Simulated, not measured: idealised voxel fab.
Process module, titled voxel ribs on slabs
Shown is cross-section cut, with a width of 290 nm and square cells of size 5 nm.
This document writes a cross-section as a grid whose cells are square, and gives it as bands, listed from the top down; one or more rows of cells form a band. Basically the band line says how high the top is and how high the bottom is, in nm, and then what's in it from left to right, every material with its width in nm. Empty space shows up as "empty", and if a single material carries "all across" it runs the full band edge to edge. Height reference: 0 = level under which incoming wafer is all one material. Lowest band: no bottom, runs on downward, e.g. "0 and below". Graded width ("30->40"): value in top row of band = first number; value in bottom row = second number; row-to-row change constant. A step reported as "same as before" is a step in which no cell of the cross-section changed. So "Closed void roster" is basically the list of trapped voids: any empty space of 8 cells or more that can't reach the top through an opening. They're written width x height at distance, the distance being from the left edge, and it's all nm. Note: text after step settings on the step line = simulator remark on that step. overlay nm: mask right of planned place by this much (step with mask). Neg. = left.
The following list gives the planned process steps:
1. RECEIVE [material Si]
2. DIRECTIONAL_DEP [material SiO2] [thk nm 20]
3. DIRECTIONAL_DEP [material polySi] [thk nm 15]
4. MASKED_ETCH [tone cover] [mask id RIB] [width nm 20] [etch materials polySi] [depth nm 10] [overlay nm 0]
5. MASKED_ETCH [tone cover] [mask id SLAB] [width nm 60] [etch materials polySi] [depth nm 5] [overlay nm 0]
6. FILL_DEP [material SiO2] [thk nm 25]
7. CMP [height nm 55]
8. DIRECTIONAL_DEP [material TiN] [thk nm 10]
9. DIRECTIONAL_DEP [material aC] [thk nm 15]
10. PATTERN [tone cover] [mask id HEATER] [material resist] [width nm 30] [thk nm 30] [overlay nm 0]
11. DIRECTIONAL_ETCH [etch materials aC] [depth nm 15]
12. STRIP [etch materials resist]
13. DIRECTIONAL_ETCH [etch materials TiN] [depth nm 10]
14. STRIP [etch materials aC]
15. CONFORMAL_DEP [material SiO2] [thk nm 5]
Shown in cross-section is the wafer as received, that is, as it stands after step 1:
> 0 and below = Si all across
> Closed void roster: none
Cross-sectional view of the first of the two wafers upon completion of the module, processed in accordance with the plan:
> 70 down to 65 = empty 125 / SiO2 40 / empty 125
> 65 down to 60 = empty 125 / SiO2 5 / TiN 30 / SiO2 5 / empty 125
> 60 down to 55 = SiO2 130 / TiN 30 / SiO2 130
> 55 down to 35 = SiO2 all across
> 35 down to 25 = SiO2 135 / polySi 20 / SiO2 135
> 25 down to 20 = SiO2 115 / polySi 60 / SiO2 115
> 20 down to 0 = SiO2 all across
> 0 and below = Si all across
> Closed void roster: none
Wafer two, sectioned after the module: the first wafer's start, the first wafer's plan, and one mistake in how it was run:
> 70 down to 65 = empty 125 / SiO2 40 / empty 125
> 65 down to 60 = empty 125 / SiO2 5 / TiN 30 / SiO2 5 / empty 125
> 60 down to 55 = SiO2 130 / TiN 30 / SiO2 130
> 55 down to 15 = SiO2 all across
> 15 down to 0 = polySi all across
> 0 and below = Si all across
> Closed void roster: none
Plan not followed: step 3 occupied the plan position of step 2, and the converse holds as well
In the final state, the cell counts of the second wafer exceed or fall short of those of the first for the following materials: SiO2: 154 fewer; polySi: 154 more
